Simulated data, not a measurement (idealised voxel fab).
The process module presented herein is designated voxel trench capacitor.
Xsec cut, 285 nm wide, square cell size 5 nm.
Just so we're on the same page, the cross-sections are grids of square cells, and they're listed out in bands top to bottom, each band one or more rows deep. The entry gives the band's vertical extent as a top height and a bottom height in nm, then its horizontal make-up as materials from left to right, each with a width in nm. "empty" stands for empty space; a single material marked "all across" fills the band edge to edge. Basically, 0 is our baseline, since under it the wafer straight out of the box is all one material. The bottom band has no lower end and keeps on going down, so it looks like "0 down". The two numbers in a width such as "30..40" mark its ends across the band: the first belongs to the top row of cells, the second to the bottom row, and from each row to the next the width moves by the same amount. The cross-section has no changed cell in any step marked "no alterations made". In "Closed void register" the enclosed voids are listed, meaning empty spaces of 8 cells or larger without any opening to the top. The form is width x height at distance, distance from the left edge, units nm. Heads up: the bit after the settings on a step's line is the simulator's remark on that step. If you see "overlay nm" on a step's line and that step has a mask, it's telling you how far right of where it was planned the mask ended up; a negative number means it went left instead.

-- The following list gives the planned process steps
- 1: RECEIVE, material Si
- 2: CONFORMAL_DEP, material SiN, thk nm 5
- 3: MASKED_ETCH, tone open, mask id TRENCH, width nm 25, pitch nm 40, etch materials SiN, depth nm 5, overlay nm 0
- 4: MASKED_ETCH, tone open, mask id TRENCH, width nm 25, pitch nm 40, etch materials Si, depth nm 35, overlay nm 0
- 5: CONFORMAL_DEP, material Al2O3, thk nm 5
- 6: CONFORMAL_DEP, material TiN, thk nm 5
- 7: FILL_DEP, material W, thk nm 10
- 8: CMP, height nm 5

-- The first of the two wafers, which ran as planned

-- Wafer as received: cross-section following step 1
> 0 down = Si all across
> Closed void register: none

-- The following cross-section depicts the wafer upon completion of step 2
> 5 to 0 = SiN all across
> Below 0, the layers are the same as they were.

-- The following cross-section depicts the wafer upon completion of step 3
> 5 to 0 = SiN 70 nm | empty 25 nm | SiN 15 nm | empty 25 nm | SiN 15 nm | empty 25 nm | SiN 15 nm | empty 25 nm | SiN 70 nm
> Below 0, the layers are the same as they were.

-- The following cross-section depicts the wafer upon completion of step 4
> 5 to 0 = SiN 70 nm | empty 25 nm | SiN 15 nm | empty 25 nm | SiN 15 nm | empty 25 nm | SiN 15 nm | empty 25 nm | SiN 70 nm
> 0 to -35 = Si 70 nm | empty 25 nm | Si 15 nm | empty 25 nm | Si 15 nm | empty 25 nm | Si 15 nm | empty 25 nm | Si 70 nm
> Below -35, the layers are the same as they were.

-- The following cross-section depicts the wafer upon completion of step 5
> 10 to 5 = Al2O3 75 nm | empty 15 nm | Al2O3 25 nm | empty 15 nm | Al2O3 25 nm | empty 15 nm | Al2O3 25 nm | empty 15 nm | Al2O3 75 nm
> 5 to 0 = SiN 70 nm | Al2O3 5 nm | empty 15 nm | Al2O3 5 nm | SiN 15 nm | Al2O3 5 nm | empty 15 nm | Al2O3 5 nm | SiN 15 nm | Al2O3 5 nm | empty 15 nm | Al2O3 5 nm | SiN 15 nm | Al2O3 5 nm | empty 15 nm | Al2O3 5 nm | SiN 70 nm
> 0 to -30 = Si 70 nm | Al2O3 5 nm | empty 15 nm | Al2O3 5 nm | Si 15 nm | Al2O3 5 nm | empty 15 nm | Al2O3 5 nm | Si 15 nm | Al2O3 5 nm | empty 15 nm | Al2O3 5 nm | Si 15 nm | Al2O3 5 nm | empty 15 nm | Al2O3 5 nm | Si 70 nm
> -30 to -35 = Si 70 nm | Al2O3 25 nm | Si 15 nm | Al2O3 25 nm | Si 15 nm | Al2O3 25 nm | Si 15 nm | Al2O3 25 nm | Si 70 nm
> Below -35, the layers are the same as they were.

-- The following cross-section depicts the wafer upon completion of step 6
> 15 to 10 = TiN 80 nm | empty 5 nm | TiN 35 nm | empty 5 nm | TiN 35 nm | empty 5 nm | TiN 35 nm | empty 5 nm | TiN 80 nm
> 10 to 5 = Al2O3 75 nm | TiN 5 nm | empty 5 nm | TiN 5 nm | Al2O3 25 nm | TiN 5 nm | empty 5 nm | TiN 5 nm | Al2O3 25 nm | TiN 5 nm | empty 5 nm | TiN 5 nm | Al2O3 25 nm | TiN 5 nm | empty 5 nm | TiN 5 nm | Al2O3 75 nm
> 5 to 0 = SiN 70 nm | Al2O3 5 nm | TiN 5 nm | empty 5 nm | TiN 5 nm | Al2O3 5 nm | SiN 15 nm | Al2O3 5 nm | TiN 5 nm | empty 5 nm | TiN 5 nm | Al2O3 5 nm | SiN 15 nm | Al2O3 5 nm | TiN 5 nm | empty 5 nm | TiN 5 nm | Al2O3 5 nm | SiN 15 nm | Al2O3 5 nm | TiN 5 nm | empty 5 nm | TiN 5 nm | Al2O3 5 nm | SiN 70 nm
> 0 to -25 = Si 70 nm | Al2O3 5 nm | TiN 5 nm | empty 5 nm | TiN 5 nm | Al2O3 5 nm | Si 15 nm | Al2O3 5 nm | TiN 5 nm | empty 5 nm | TiN 5 nm | Al2O3 5 nm | Si 15 nm | Al2O3 5 nm | TiN 5 nm | empty 5 nm | TiN 5 nm | Al2O3 5 nm | Si 15 nm | Al2O3 5 nm | TiN 5 nm | empty 5 nm | TiN 5 nm | Al2O3 5 nm | Si 70 nm
> -25 to -30 = Si 70 nm | Al2O3 5 nm | TiN 15 nm | Al2O3 5 nm | Si 15 nm | Al2O3 5 nm | TiN 15 nm | Al2O3 5 nm | Si 15 nm | Al2O3 5 nm | TiN 15 nm | Al2O3 5 nm | Si 15 nm | Al2O3 5 nm | TiN 15 nm | Al2O3 5 nm | Si 70 nm
> Below -30, the layers are the same as they were.

-- The following cross-section depicts the wafer upon completion of step 7
> 25 to 15 = W all across
> 15 to 10 = TiN 80 nm | W 5 nm | TiN 35 nm | W 5 nm | TiN 35 nm | W 5 nm | TiN 35 nm | W 5 nm | TiN 80 nm
> 10 to 5 = Al2O3 75 nm | TiN 5 nm | W 5 nm | TiN 5 nm | Al2O3 25 nm | TiN 5 nm | W 5 nm | TiN 5 nm | Al2O3 25 nm | TiN 5 nm | W 5 nm | TiN 5 nm | Al2O3 25 nm | TiN 5 nm | W 5 nm | TiN 5 nm | Al2O3 75 nm
> 5 to 0 = SiN 70 nm | Al2O3 5 nm | TiN 5 nm | W 5 nm | TiN 5 nm | Al2O3 5 nm | SiN 15 nm | Al2O3 5 nm | TiN 5 nm | W 5 nm | TiN 5 nm | Al2O3 5 nm | SiN 15 nm | Al2O3 5 nm | TiN 5 nm | W 5 nm | TiN 5 nm | Al2O3 5 nm | SiN 15 nm | Al2O3 5 nm | TiN 5 nm | W 5 nm | TiN 5 nm | Al2O3 5 nm | SiN 70 nm
> 0 to -25 = Si 70 nm | Al2O3 5 nm | TiN 5 nm | W 5 nm | TiN 5 nm | Al2O3 5 nm | Si 15 nm | Al2O3 5 nm | TiN 5 nm | W 5 nm | TiN 5 nm | Al2O3 5 nm | Si 15 nm | Al2O3 5 nm | TiN 5 nm | W 5 nm | TiN 5 nm | Al2O3 5 nm | Si 15 nm | Al2O3 5 nm | TiN 5 nm | W 5 nm | TiN 5 nm | Al2O3 5 nm | Si 70 nm
> Below -25, the layers are the same as they were.

-- The following cross-section depicts the wafer upon completion of step 8
> 5 to 0 = SiN 70 nm | Al2O3 5 nm | TiN 5 nm | W 5 nm | TiN 5 nm | Al2O3 5 nm | SiN 15 nm | Al2O3 5 nm | TiN 5 nm | W 5 nm | TiN 5 nm | Al2O3 5 nm | SiN 15 nm | Al2O3 5 nm | TiN 5 nm | W 5 nm | TiN 5 nm | Al2O3 5 nm | SiN 15 nm | Al2O3 5 nm | TiN 5 nm | W 5 nm | TiN 5 nm | Al2O3 5 nm | SiN 70 nm
> Below 0, the layers are the same as they were.

-- The second wafer began exactly as the first did and followed the same plan, but one mistake was made while running it; through step 1 inclusive, the two wafers are identical

-- What the second wafer looks like in cross-section when step 2 should have wrapped up
> 5 to 0 = TiN all across
> Below 0, the layers are the same as they were.

What the second wafer looks like in cross-section when step 3 should have wrapped up: no alterations made

What the second wafer looks like in cross-section when step 4 should have wrapped up: no alterations made

-- What the second wafer looks like in cross-section when step 5 should have wrapped up
> 10 to 5 = Al2O3 all across
> Below 5, the layers are the same as they were.

-- What the second wafer looks like in cross-section when step 6 should have wrapped up
> 15 to 10 = TiN all across
> Below 10, the layers are the same as they were.

-- What the second wafer looks like in cross-section when step 7 should have wrapped up
> 25 to 15 = W all across
> Below 15, the layers are the same as they were.

-- What the second wafer looks like in cross-section when step 8 should have wrapped up
> 5 to 0 = TiN all across
> Below 0, the layers are the same as they were.
What was done differently from what was planned? rather than as planned, step 2 actually ran as CONFORMAL_DEP, material TiN, thk nm 5
Final tally in cells, some materials are higher or lower on the second wafer than on the first: Al2O3: 76 fewer | Si: 140 more | SiN: 37 fewer | TiN: 3 fewer | W: 24 fewer
